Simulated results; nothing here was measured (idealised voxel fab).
Process module, titled voxel spacer lines
Cross-sectional view cut (width: 225 nm; square cell size: 5 nm).
A cross-section in this document is a grid of square cells, and it is written down as bands, the top band listed before the ones below it; a band is made up of one or more rows of cells.
It is stipulated that each band's entry specify, in nanometres, the height of the top of the band and then that of its bottom, followed by the materials of the band in left-to-right sequence, each together with its width in nanometres. A single material marked by the word "throughout" is understood to fill the band from edge to edge; the word "air" is understood to denote empty space.
Height 0 is the level under which the wafer as received is all one material. The lowest band goes on downwards, as in "0..down".
Note: "30 to 40" means the width goes from the first number (top row of the band) to the second number (bottom row) in equal steps per row of cells.
"no alteration" for a step: no cell of the cross-section changed in that step.
In the "Trapped void list" entry, you get each enclosed empty space of 8 cells or more, one with no open way to the top, written width x height at distance, distance from the left edge, in nm.
If you see something after the settings on a step's line, that's the simulator's own remark about that step.
For masked steps, "overlay nm" on the step line gives how far right of plan the mask actually lay; a minus sign means it lay to the left.

**Set out below are the planned steps of the process**
1 RECEIVE, material Si
2 CONFORMAL_DEP, material Al2O3, thk nm 10
3 DIRECTIONAL_DEP, material W, thk nm 15
4 DIRECTIONAL_DEP, material aC, thk nm 25
5 PATTERN, tone cover, mask id MANDREL, material resist, width nm 25, pitch nm 80, thk nm 30, overlay nm 0
6 DIRECTIONAL_ETCH, etch materials aC, depth nm 25
7 STRIP, etch materials resist
8 CONFORMAL_DEP, material SiO2, thk nm 15
9 DIRECTIONAL_ETCH, etch materials SiO2, depth nm 15
10 STRIP, etch materials aC
11 DIRECTIONAL_ETCH, etch materials W, depth nm 15
12 STRIP, etch materials SiO2

**As-received state of the wafer in cross-section, equivalent to post-step 1**
> 0..down: Si throughout
> Trapped void list: none

**Looking at the first of two wafers in cross-section at end of module - ran to plan**
> 25..10: 5 nm air | 15 nm W | 25 nm air | 15 nm W | 25 nm air | 15 nm W | 25 nm air | 15 nm W | 25 nm air | 15 nm W | 25 nm air | 15 nm W | 5 nm air
> 10..0: Al2O3 throughout
> 0..down: Si throughout
> Trapped void list: none

**Second wafer cross-section at end of module - shared start and plan with the first, one mistake in the run**
> 25..10: 20 nm air | 25 nm W | 55 nm air | 25 nm W | 55 nm air | 25 nm W | 20 nm air
> 10..0: Al2O3 throughout
> 0..down: Si throughout
> Trapped void list: none
Want to know what went wrong? step 5 changed vs plan, executed as PATTERN, tone open, mask id MANDREL, material resist, width nm 25, pitch nm 80, thk nm 30, overlay nm 0
at the end the second wafer has, in cells: W -9
